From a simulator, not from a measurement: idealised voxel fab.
process module | voxel fin reveal
cross-section cut | 160 nm wide | cells 5 nm
A cross-section is a grid of square cells, given in bands from the top down. A band is one or more rows of cells.
Each band's line starts with the height of the band's top and of its bottom, in nm. Then come its materials from left to right, each with its width in nm. One material with "throughout" fills the band from edge to edge. "air" is empty space.
Height 0 is the level under which the wafer as received is all one material. The lowest band goes on downwards, as in "0 down".
A width such as "30 to 40" changes by the same amount from each row of cells to the next, from the band's top row to its bottom row.
"no change" after a step means that no cell of the cross-section changed.
closed voids: empty space of 8 cells or more with no open way to the top, each as width x height at its distance from the left edge, in nm
after a step's settings: what the simulator itself notes on the step
overlay nm, on a step with a mask: how far to the right of its planned place the mask lay; to the left if negative
plan
1 op RECEIVE | material Si
2 op CONFORMAL_DEP | material SiN | thk nm 5
3 op DIRECTIONAL_DEP | material aC | thk nm 15
4 op PATTERN | tone cover | mask id FINS | material resist | width nm 15 | pitch nm 35 | thk nm 35 | overlay nm 0
5 op DIRECTIONAL_ETCH | etch materials aC | depth nm 15
6 op STRIP | etch materials resist
7 op DIRECTIONAL_ETCH | etch materials SiN | depth nm 5
8 op DIRECTIONAL_ETCH | etch materials Si | depth nm 30
9 op STRIP | etch materials aC
10 op OXIDIZE | depth nm 5
11 op FILL_DEP | material SiO2 | thk nm 10
12 op CMP | height nm 5
13 op SELECTIVE_ETCH | etch materials SiO2 | depth nm 15
14 op STRIP | etch materials SiN
15 op CONFORMAL_DEP | material SiO2 | thk nm 5
as received, after step 1
  0 down: Si throughout
  closed voids: none
a wafer at the end: this start, this plan, one mistake
  5 to 0: air 20 | SiO2 15 | air 20 | SiO2 15 | air 20 | SiO2 15 | air 20 | SiO2 15 | air 20
  0 to -20: air 20 | SiO2 5 | Si 5 | SiO2 5 | air 20 | SiO2 5 | Si 5 | SiO2 5 | air 20 | SiO2 5 | Si 5 | SiO2 5 | air 20 | SiO2 5 | Si 5 | SiO2 5 | air 20
  -20 to -35: SiO2 25 | Si 5 | SiO2 30 | Si 5 | SiO2 30 | Si 5 | SiO2 30 | Si 5 | SiO2 25
  -35 down: Si throughout
  closed voids: none
what went wrong: step 13 was run twice
